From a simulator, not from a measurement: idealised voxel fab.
The process module presented herein is designated voxel gate over fins.
The cross-section shown here is cut; it is 170 nm wide and divided into square cells measuring 5 nm on a side.
For the purposes of this document, a cross-section shall be understood as a grid of square cells, specified as bands listed in top-to-bottom order, each band consisting of one or more rows of cells.
The entry gives the band's vertical extent as a top height and a bottom height in nm, then its horizontal make-up as materials from left to right, each with a width in nm. "air" stands for empty space; a single material marked "all across" fills the band edge to edge.
Measure heights from 0. That's the level where, below it, the as-received wafer is all one material. The lowest band is bottomless and extends downward; write it as in "from 0 down".
The notation "30 to 40" denotes a width that varies across the rows of cells in the band, beginning at the first number in the top row, finishing at the second number in the bottom row, and changing by an identical amount from each row to the next.
It should be understood that the words "nothing changed", when stated for a given step, signify that the cross-section underwent no change in any of its cells during that step.
For the entry "Sealed internal cavities", the listed items are empty spaces with no open way to the top whose size is 8 cells or more; each item follows the pattern width x height at distance, where distance is from the left edge and all three are in nm.
Where a step's line continues beyond its settings, the continuation is a remark by the simulator itself on that step.
Each step line may optionally specify "overlay nm", which for a step with a mask gives the rightward distance between the mask's planned place and where it lay, a negative value indicating the leftward direction.

The planned process steps are enumerated hereunder
1) RECEIVE: material Si
2) CONFORMAL_DEP: material SiN, thk nm 10
3) DIRECTIONAL_DEP: material aC, thk nm 10
4) PATTERN: tone cover, mask id FINS, material resist, width nm 15, pitch nm 60, thk nm 30, overlay nm 0
5) DIRECTIONAL_ETCH: etch materials aC, depth nm 10
6) STRIP: etch materials resist
7) DIRECTIONAL_ETCH: etch materials SiN, depth nm 10
8) DIRECTIONAL_ETCH: etch materials Si, depth nm 35
9) STRIP: etch materials aC
10) OXIDIZE: depth nm 5
11) FILL_DEP: material SiO2, thk nm 5
12) CMP: height nm 10
13) DIRECTIONAL_DEP: material aC, thk nm 15
14) PATTERN: tone open, mask id RAIL, material resist, width nm 15, thk nm 30, overlay nm 0
15) DIRECTIONAL_ETCH: etch materials aC, depth nm 15
16) STRIP: etch materials resist
17) DIRECTIONAL_ETCH: etch materials SiO2, depth nm 40
18) STRIP: etch materials aC
19) CONFORMAL_DEP: material TiN, thk nm 5
20) FILL_DEP: material Ru, thk nm 10
21) CMP: height nm 10
22) SELECTIVE_ETCH: etch materials W Ru TiN, depth nm 30
23) FILL_DEP: material SiO2, thk nm 5
24) CMP: height nm 10
25) SELECTIVE_ETCH: etch materials SiO2, depth nm 25
26) STRIP: etch materials SiN
27) CONFORMAL_DEP: material HfO2, thk nm 5
28) CONFORMAL_DEP: material TiN, thk nm 5
29) CONFORMAL_DEP: material TiAl, thk nm 5
30) CONFORMAL_DEP: material TiN, thk nm 5
31) FILL_DEP: material W, thk nm 15
32) CMP: height nm 30
33) CONFORMAL_DEP: material SiCN, thk nm 5

Here's what the wafer looked like in cross-section when it arrived - that's after step 1
  from 0 down | Si all across
  Sealed internal cavities: none

First of two wafers, end-of-module section, run followed plan
  from 35 to 30 | SiCN all across
  from 30 to 20 | W all across
  from 20 to 15 | W (30), TiN (45), W (15), TiN (45), W (35)
  from 15 to 10 | W (30), TiN (5), TiAl (35), TiN (5), W (15), TiN (5), TiAl (35), TiN (5), W (35)
  from 10 to 5 | W (30), TiN (5), TiAl (5), TiN (25), TiAl (5), TiN (5), W (15), TiN (5), TiAl (5), TiN (25), TiAl (5), TiN (5), W (35)
  from 5 to 0 | TiN (35), TiAl (5), TiN (5), HfO2 (15), TiN (5), TiAl (5), TiN (25), TiAl (5), TiN (5), HfO2 (15), TiN (5), TiAl (5), TiN (40)
  from 0 to -5 | TiAl (40), TiN (5), HfO2 (5), Si (5), HfO2 (5), TiN (5), TiAl (35), TiN (5), HfO2 (5), Si (5), HfO2 (5), TiN (5), TiAl (45)
  from -5 to -10 | TiN (45), HfO2 (5), Si (5), HfO2 (5), TiN (45), HfO2 (5), Si (5), HfO2 (5), TiN (50)
  from -10 to -15 | HfO2 (50), Si (5), HfO2 (55), Si (5), HfO2 (55)
  from -15 to -20 | SiO2 (50), Si (5), SiO2 (55), Si (5), SiO2 (55)
  from -20 to -25 | SiO2 (50), Si (5), SiO2 (20), TiN (5), Ru (5), TiN (5), SiO2 (20), Si (5), SiO2 (55)
  from -25 to -30 | SiO2 (50), Si (5), SiO2 (20), TiN (15), SiO2 (20), Si (5), SiO2 (55)
  from -30 to -40 | SiO2 (50), Si (5), SiO2 (55), Si (5), SiO2 (55)
  from -40 down | Si all across
  Sealed internal cavities: none

Cross-sectional view of the second of two wafers upon completion of the module. This wafer shared its starting condition and process plan with the first; one error was made during its execution
  from 35 to 30 | SiCN all across
  from 30 to 20 | W all across
  from 20 to 15 | TiN all across
  from 15 to 10 | TiAl all across
  from 10 to 5 | TiN (50), TiAl (5), TiN (55), TiAl (5), TiN (55)
  from 5 to 0 | HfO2 (45), TiN (5), TiAl (5), TiN (5), HfO2 (45), TiN (5), TiAl (5), TiN (5), HfO2 (50)
  from 0 to -5 | Si (40), HfO2 (5), TiN (5), TiAl (5), TiN (5), HfO2 (5), Si (35), HfO2 (5), TiN (5), TiAl (5), TiN (5), HfO2 (5), Si (45)
  from -5 to -10 | Si (40), HfO2 (5), TiN (15), HfO2 (5), Si (35), HfO2 (5), TiN (15), HfO2 (5), Si (45)
  from -10 to -15 | Si (40), HfO2 (25), Si (35), HfO2 (25), Si (45)
  from -15 to -40 | Si (40), SiO2 (25), Si (35), SiO2 (25), Si (45)
  from -40 down | Si all across
  Sealed internal cavities: none
What was done differently from what was planned? step 4, actual vs plan mismatch, actual run PATTERN: tone open, mask id FINS, material resist, width nm 15, pitch nm 60, thk nm 30, overlay nm 0
Counted in cells at the end, the second wafer holds more or fewer of these materials than the first: -1 Ru; +176 Si; -104 SiO2; -6 TiAl; -17 TiN; -48 W
